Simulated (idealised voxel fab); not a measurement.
Documented hereafter: the process module known as voxel plated lines.
Square cell edge 5 nm, section width 255 nm, ID cut.
In what follows, cross-sections appear as grids of square cells, described through bands that run from the top down, where every band is one or more rows of cells.
It is stipulated that each band's entry specify, in nanometres, the height of the top of the band and then that of its bottom, followed by the materials of the band in left-to-right sequence, each together with its width in nanometres. A single material marked by the word "everywhere" is understood to fill the band from edge to edge; the word "blank" is understood to denote empty space.
Convention: height 0 is the level below which the wafer, as received, is all one material. The lowest band does not terminate at the bottom but continues downward, represented as "from 0 down".
Width spec "30 to 40" -> top row of cells at first value, bottom row at second value, equal per-row change in between.
"identical to before" after a step means that no cell of the cross-section changed.
What "Enclosed internal cavities" gives you is every empty space of 8 cells or more that is cut off from the top. Each appears as width x height at distance, with the distance taken from the left edge and width, height and distance all in nm.
Whatever follows a step's settings on its line is a remark the simulator itself makes about that step.
Steps that use a mask can have "overlay nm" on their line. It says how far the mask sat to the right of where it was meant to be. Negative means to the left.
# Set out below are the planned steps of the process
| 1 | RECEIVE,material Si |
| 2 | CONFORMAL_DEP,material Al2O3,thk nm 10 |
| 3 | DIRECTIONAL_DEP,material TiN,thk nm 5 |
| 4 | PATTERN,tone open,mask id LINES,material resist,width nm 20,pitch nm 50,thk nm 20,overlay nm 0 |
| 5 | EPI,material Ru,thk nm 5 |
| 6 | STRIP,etch materials resist |
| 7 | DIRECTIONAL_ETCH,etch materials TiN,depth nm 5 |
| 8 | CONFORMAL_DEP,material SiCN,thk nm 5 |
# Wafer, first of two, run as planned
# So this is the incoming wafer in cross-section - it's already been through step 1
  from 0 down | Si everywhere
  Enclosed internal cavities: none
# Cross-section of the wafer after step 2
  from 10 to 0 | Al2O3 everywhere
  Beneath the level 0, the cross-section is identical to its previous state.
# Cross-section of the wafer after step 3
  from 15 to 10 | TiN everywhere
  Beneath the level 10, the cross-section is identical to its previous state.
# Cross-section of the wafer after step 4
  from 35 to 15 | 90 nm resist | 20 nm blank | 30 nm resist | 20 nm blank | 95 nm resist
  Beneath the level 15, the cross-section is identical to its previous state.
# Cross-section of the wafer after step 5
  from 35 to 20 | 90 nm resist | 20 nm blank | 30 nm resist | 20 nm blank | 95 nm resist
  from 20 to 15 | 90 nm resist | 20 nm Ru | 30 nm resist | 20 nm Ru | 95 nm resist
  Beneath the level 15, the cross-section is identical to its previous state.
# Cross-section of the wafer after step 6
  from 20 to 15 | 90 nm blank | 20 nm Ru | 30 nm blank | 20 nm Ru | 95 nm blank
  Beneath the level 15, the cross-section is identical to its previous state.
# Cross-section of the wafer after step 7
  from 20 to 15 | 90 nm blank | 20 nm Ru | 30 nm blank | 20 nm Ru | 95 nm blank
  from 15 to 10 | 90 nm blank | 20 nm TiN | 30 nm blank | 20 nm TiN | 95 nm blank
  Beneath the level 10, the cross-section is identical to its previous state.
# Cross-section of the wafer after step 8
  from 25 to 20 | 85 nm blank | 30 nm SiCN | 20 nm blank | 30 nm SiCN | 90 nm blank
  from 20 to 15 | 85 nm blank | 5 nm SiCN | 20 nm Ru | 5 nm SiCN | 20 nm blank | 5 nm SiCN | 20 nm Ru | 5 nm SiCN | 90 nm blank
  from 15 to 10 | 90 nm SiCN | 20 nm TiN | 30 nm SiCN | 20 nm TiN | 95 nm SiCN
  Beneath the level 10, the cross-section is identical to its previous state.
# Wafer two. Same start, same plan, one slip in execution. Same as wafer one through step 7, inclusive
# Second wafer cross-section, taken as of the time the plan sets for step 8 to be done
  from 35 to 25 | 75 nm blank | 100 nm SiCN | 80 nm blank
  from 25 to 20 | SiCN everywhere
  from 20 to 15 | 90 nm SiCN | 20 nm Ru | 30 nm SiCN | 20 nm Ru | 95 nm SiCN
  from 15 to 10 | 90 nm SiCN | 20 nm TiN | 30 nm SiCN | 20 nm TiN | 95 nm SiCN
  Beneath the level 10, the cross-section is identical to its previous state.
So what did we get wrong on this run? step 8 ran differently from the plan; actual operation with settings: CONFORMAL_DEP,material SiCN,thk nm 15
Once processing is complete, comparing cell counts shows that the second wafer has more or fewer of certain materials than the first: 118 more of SiCN
